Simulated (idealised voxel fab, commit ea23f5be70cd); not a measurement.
The following process module bears the name voxel wiring stack.
Section shown: cut. Width: 300 nm. Cell size: 5 nm, square.
If you're reading a cross-section in this doc, picture square cells in a grid; it comes to you as bands, top ones listed first down to the bottom, and a band can be one or more rows of cells. Band entry format. Leading values: height of top, height of bottom, nm. Remainder: materials in left-to-right order, each with its width in nm. Special words: "full width" on a single material, which then fills the band edge to edge; "air", empty space. Below 0: as-received wafer, all one material; heights counted from there. Lowest band: no bottom, goes on down, written "0..down". Width: "30->40" (first number = top row, second number = bottom row, same change from row to row of cells). Where a step carries "same as before", the cross-section came out of it unchanged, cell for cell. If an empty space has no open way to the top and is at least 8 cells in size, "Entrapped voids" lists it, written width x height at distance, where distance is measured from the left edge and every value is in nm. Heads up: the bit after the settings on a step's line is the simulator's remark on that step. If you see "overlay nm" on a step's line and that step has a mask, it's telling you how far right of where it was planned the mask ended up; a negative number means it went left instead.

**Steps in the process plan**
- 1: op RECEIVE | material Si
- 2: op CONFORMAL_DEP | material SiO2 | thk nm 10
- 3: op DIRECTIONAL_DEP | material TiN | thk nm 5
- 4: op DIRECTIONAL_DEP | material W | thk nm 15
- 5: op PATTERN | tone cover | mask id METAL_1 | material resist | width nm 30 | pitch nm 50 | thk nm 20 | overlay nm 0
- 6: op DIRECTIONAL_ETCH | etch materials W | depth nm 15
- 7: op DIRECTIONAL_ETCH | etch materials TiN | depth nm 5
- 8: op STRIP | etch materials resist
- 9: op FILL_DEP | material lowk | thk nm 10
- 10: op CMP | height nm 30
- 11: op CONFORMAL_DEP | material SiCN | thk nm 5
- 12: op DIRECTIONAL_DEP | material lowk | thk nm 10
- 13: op PATTERN | tone open | mask id PLUG_1 | material resist | width nm 15 | pitch nm 50 | thk nm 20 | overlay nm 0
- 14: op DIRECTIONAL_ETCH | etch materials lowk | depth nm 10
- 15: op DIRECTIONAL_ETCH | etch materials SiCN | depth nm 5
- 16: op STRIP | etch materials resist
- 17: op EPI | material Ru | thk nm 10
- 18: op EPI | material Ru | thk nm 5
- 19: op CONFORMAL_DEP | material SiCN | thk nm 5
- 20: op DIRECTIONAL_DEP | material SiO2 | thk nm 15
- 21: op DIRECTIONAL_DEP | material aC | thk nm 10
- 22: op PATTERN | tone open | mask id METAL_2 | material resist | width nm 30 | pitch nm 50 | thk nm 30 | overlay nm 0
- 23: op DIRECTIONAL_ETCH | etch materials aC | depth nm 10
- 24: op STRIP | etch materials resist
- 25: op DIRECTIONAL_ETCH | etch materials SiO2 | depth nm 15
- 26: op DIRECTIONAL_ETCH | etch materials SiCN | depth nm 5
- 27: op STRIP | etch materials aC
- 28: op CONFORMAL_DEP | material TiN | thk nm 5
- 29: op FILL_DEP | material Ru | thk nm 10
- 30: op CMP | height nm 65
- 31: op EPI | material Ru | thk nm 5
- 32: op FILL_DEP | material SiCN | thk nm 5

**So, the first of our two wafers, run just as we planned it**

**Incoming wafer in cross-section (state: after step 1)**
    0..down | Si full width
    Entrapped voids: none

**Step 2 complete: cross-section through the wafer**
    10..0 | SiO2 full width
    Below 0 it's all the same as before, nothing changed down there.

**Step 3 complete: cross-section through the wafer**
    15..10 | TiN full width
    Below 10 it's all the same as before, nothing changed down there.

**Step 4 complete: cross-section through the wafer**
    30..15 | W full width
    Below 15 it's all the same as before, nothing changed down there.

**Step 5 complete: cross-section through the wafer**
    50..30 | air: 85 | resist: 30 | air: 20 | resist: 30 | air: 20 | resist: 30 | air: 85
    Below 30 it's all the same as before, nothing changed down there.

**Step 6 complete: cross-section through the wafer**
    50..30 | air: 85 | resist: 30 | air: 20 | resist: 30 | air: 20 | resist: 30 | air: 85
    30..15 | air: 85 | W: 30 | air: 20 | W: 30 | air: 20 | W: 30 | air: 85
    Below 15 it's all the same as before, nothing changed down there.

**Step 7 complete: cross-section through the wafer**
    50..30 | air: 85 | resist: 30 | air: 20 | resist: 30 | air: 20 | resist: 30 | air: 85
    30..15 | air: 85 | W: 30 | air: 20 | W: 30 | air: 20 | W: 30 | air: 85
    15..10 | air: 85 | TiN: 30 | air: 20 | TiN: 30 | air: 20 | TiN: 30 | air: 85
    Below 10 it's all the same as before, nothing changed down there.

**Step 8 complete: cross-section through the wafer**
    30..15 | air: 85 | W: 30 | air: 20 | W: 30 | air: 20 | W: 30 | air: 85
    Below 15 it's all the same as before, nothing changed down there.

**Step 9 complete: cross-section through the wafer**
    40..30 | lowk full width
    30..15 | lowk: 85 | W: 30 | lowk: 20 | W: 30 | lowk: 20 | W: 30 | lowk: 85
    15..10 | lowk: 85 | TiN: 30 | lowk: 20 | TiN: 30 | lowk: 20 | TiN: 30 | lowk: 85
    Below 10 it's all the same as before, nothing changed down there.

**Step 10 complete: cross-section through the wafer**
    30..15 | lowk: 85 | W: 30 | lowk: 20 | W: 30 | lowk: 20 | W: 30 | lowk: 85
    Below 15 it's all the same as before, nothing changed down there.

**Step 11 complete: cross-section through the wafer**
    35..30 | SiCN full width
    Below 30 it's all the same as before, nothing changed down there.

**Step 12 complete: cross-section through the wafer**
    45..35 | lowk full width
    Below 35 it's all the same as before, nothing changed down there.

**Step 13 complete: cross-section through the wafer**
    65..45 | resist: 85 | air: 15 | resist: 35 | air: 15 | resist: 35 | air: 15 | resist: 100
    Below 45 it's all the same as before, nothing changed down there.

**Step 14 complete: cross-section through the wafer**
    65..45 | resist: 85 | air: 15 | resist: 35 | air: 15 | resist: 35 | air: 15 | resist: 100
    45..35 | lowk: 85 | air: 15 | lowk: 35 | air: 15 | lowk: 35 | air: 15 | lowk: 100
    Below 35 it's all the same as before, nothing changed down there.

**Step 15 complete: cross-section through the wafer**
    65..45 | resist: 85 | air: 15 | resist: 35 | air: 15 | resist: 35 | air: 15 | resist: 100
    45..35 | lowk: 85 | air: 15 | lowk: 35 | air: 15 | lowk: 35 | air: 15 | lowk: 100
    35..30 | SiCN: 85 | air: 15 | SiCN: 35 | air: 15 | SiCN: 35 | air: 15 | SiCN: 100
    Below 30 it's all the same as before, nothing changed down there.

**Step 16 complete: cross-section through the wafer**
    45..35 | lowk: 85 | air: 15 | lowk: 35 | air: 15 | lowk: 35 | air: 15 | lowk: 100
    Below 35 it's all the same as before, nothing changed down there.

**Step 17 complete: cross-section through the wafer**
    45..40 | lowk: 85 | air: 15 | lowk: 35 | air: 15 | lowk: 35 | air: 15 | lowk: 100
    40..35 | lowk: 85 | Ru: 15 | lowk: 35 | Ru: 15 | lowk: 35 | Ru: 15 | lowk: 100
    35..30 | SiCN: 85 | Ru: 15 | SiCN: 35 | Ru: 15 | SiCN: 35 | Ru: 15 | SiCN: 100
    Below 30 it's all the same as before, nothing changed down there.

**Step 18 complete: cross-section through the wafer**
    45..35 | lowk: 85 | Ru: 15 | lowk: 35 | Ru: 15 | lowk: 35 | Ru: 15 | lowk: 100
    Below 35 it's all the same as before, nothing changed down there.

**Step 19 complete: cross-section through the wafer**
    50..45 | SiCN full width
    Below 45 it's all the same as before, nothing changed down there.

**Step 20 complete: cross-section through the wafer**
    65..50 | SiO2 full width
    Below 50 it's all the same as before, nothing changed down there.

**Step 21 complete: cross-section through the wafer**
    75..65 | aC full width
    Below 65 it's all the same as before, nothing changed down there.

**Step 22 complete: cross-section through the wafer**
    105..75 | resist: 85 | air: 30 | resist: 20 | air: 30 | resist: 20 | air: 30 | resist: 85
    Below 75 it's all the same as before, nothing changed down there.

**Step 23 complete: cross-section through the wafer**
    95..75 | resist: 85 | air: 30 | resist: 20 | air: 30 | resist: 20 | air: 30 | resist: 85
    75..65 | aC: 85 | air: 30 | aC: 20 | air: 30 | aC: 20 | air: 30 | aC: 85
    Below 65 it's all the same as before, nothing changed down there.

**Step 24 complete: cross-section through the wafer**
    75..65 | aC: 85 | air: 30 | aC: 20 | air: 30 | aC: 20 | air: 30 | aC: 85
    Below 65 it's all the same as before, nothing changed down there.

**Step 25 complete: cross-section through the wafer**
    75..65 | aC: 85 | air: 30 | aC: 20 | air: 30 | aC: 20 | air: 30 | aC: 85
    65..50 | SiO2: 85 | air: 30 | SiO2: 20 | air: 30 | SiO2: 20 | air: 30 | SiO2: 85
    Below 50 it's all the same as before, nothing changed down there.

**Step 26 complete: cross-section through the wafer**
    75..65 | aC: 85 | air: 30 | aC: 20 | air: 30 | aC: 20 | air: 30 | aC: 85
    65..50 | SiO2: 85 | air: 30 | SiO2: 20 | air: 30 | SiO2: 20 | air: 30 | SiO2: 85
    50..45 | SiCN: 85 | air: 30 | SiCN: 20 | air: 30 | SiCN: 20 | air: 30 | SiCN: 85
    Below 45 it's all the same as before, nothing changed down there.

**Step 27 complete: cross-section through the wafer**
    65..50 | SiO2: 85 | air: 30 | SiO2: 20 | air: 30 | SiO2: 20 | air: 30 | SiO2: 85
    Below 50 it's all the same as before, nothing changed down there.

**Step 28 complete: cross-section through the wafer**
    70..65 | TiN: 90 | air: 20 | TiN: 30 | air: 20 | TiN: 30 | air: 20 | TiN: 90
    65..50 | SiO2: 85 | TiN: 5 | air: 20 | TiN: 5 | SiO2: 20 | TiN: 5 | air: 20 | TiN: 5 | SiO2: 20 | TiN: 5 | air: 20 | TiN: 5 | SiO2: 85
    50..45 | SiCN: 85 | TiN: 30 | SiCN: 20 | TiN: 30 | SiCN: 20 | TiN: 30 | SiCN: 85
    Below 45 it's all the same as before, nothing changed down there.

**Step 29 complete: cross-section through the wafer**
    80..70 | Ru full width
    70..65 | TiN: 90 | Ru: 20 | TiN: 30 | Ru: 20 | TiN: 30 | Ru: 20 | TiN: 90
    65..50 | SiO2: 85 | TiN: 5 | Ru: 20 | TiN: 5 | SiO2: 20 | TiN: 5 | Ru: 20 | TiN: 5 | SiO2: 20 | TiN: 5 | Ru: 20 | TiN: 5 | SiO2: 85
    Below 50 it's all the same as before, nothing changed down there.

**Step 30 complete: cross-section through the wafer**
    65..50 | SiO2: 85 | TiN: 5 | Ru: 20 | TiN: 5 | SiO2: 20 | TiN: 5 | Ru: 20 | TiN: 5 | SiO2: 20 | TiN: 5 | Ru: 20 | TiN: 5 | SiO2: 85
    Below 50 it's all the same as before, nothing changed down there.

**Step 31 complete: cross-section through the wafer**
    70..65 | air: 80 | Ru: 40 | air: 10 | Ru: 40 | air: 10 | Ru: 40 | air: 80
    Below 65 it's all the same as before, nothing changed down there.

**Step 32 complete: cross-section through the wafer**
    75..70 | SiCN full width
    70..65 | SiCN: 80 | Ru: 40 | SiCN: 10 | Ru: 40 | SiCN: 10 | Ru: 40 | SiCN: 80
    Below 65 it's all the same as before, nothing changed down there.

**Second wafer, same starting conditions and recipe as the first, one mistake in executing it, nothing differs from the first up to and including step 29**

**Cross-section of the second wafer at the time by which step 30 should have been completed according to the plan**
    55..50 | SiO2: 85 | TiN: 5 | Ru: 20 | TiN: 5 | SiO2: 20 | TiN: 5 | Ru: 20 | TiN: 5 | SiO2: 20 | TiN: 5 | Ru: 20 | TiN: 5 | SiO2: 85
    Below 50 it's all the same as before, nothing changed down there.

**Cross-section of the second wafer at the time by which step 31 should have been completed according to the plan**
    60..55 | air: 80 | Ru: 40 | air: 10 | Ru: 40 | air: 10 | Ru: 40 | air: 80
    Below 55 it's all the same as before, nothing changed down there.

**Cross-section of the second wafer at the time by which step 32 should have been completed according to the plan**
    65..60 | SiCN full width
    60..55 | SiCN: 80 | Ru: 40 | SiCN: 10 | Ru: 40 | SiCN: 10 | Ru: 40 | SiCN: 80
    Below 55 it's all the same as before, nothing changed down there.
Plan not followed: it should be noted that step 30 was executed with settings other than those planned, the operation and settings actually applied being op CMP | height nm 55
at the end the second wafer has, in cells: Ru -24 | SiO2 -84 | TiN -12
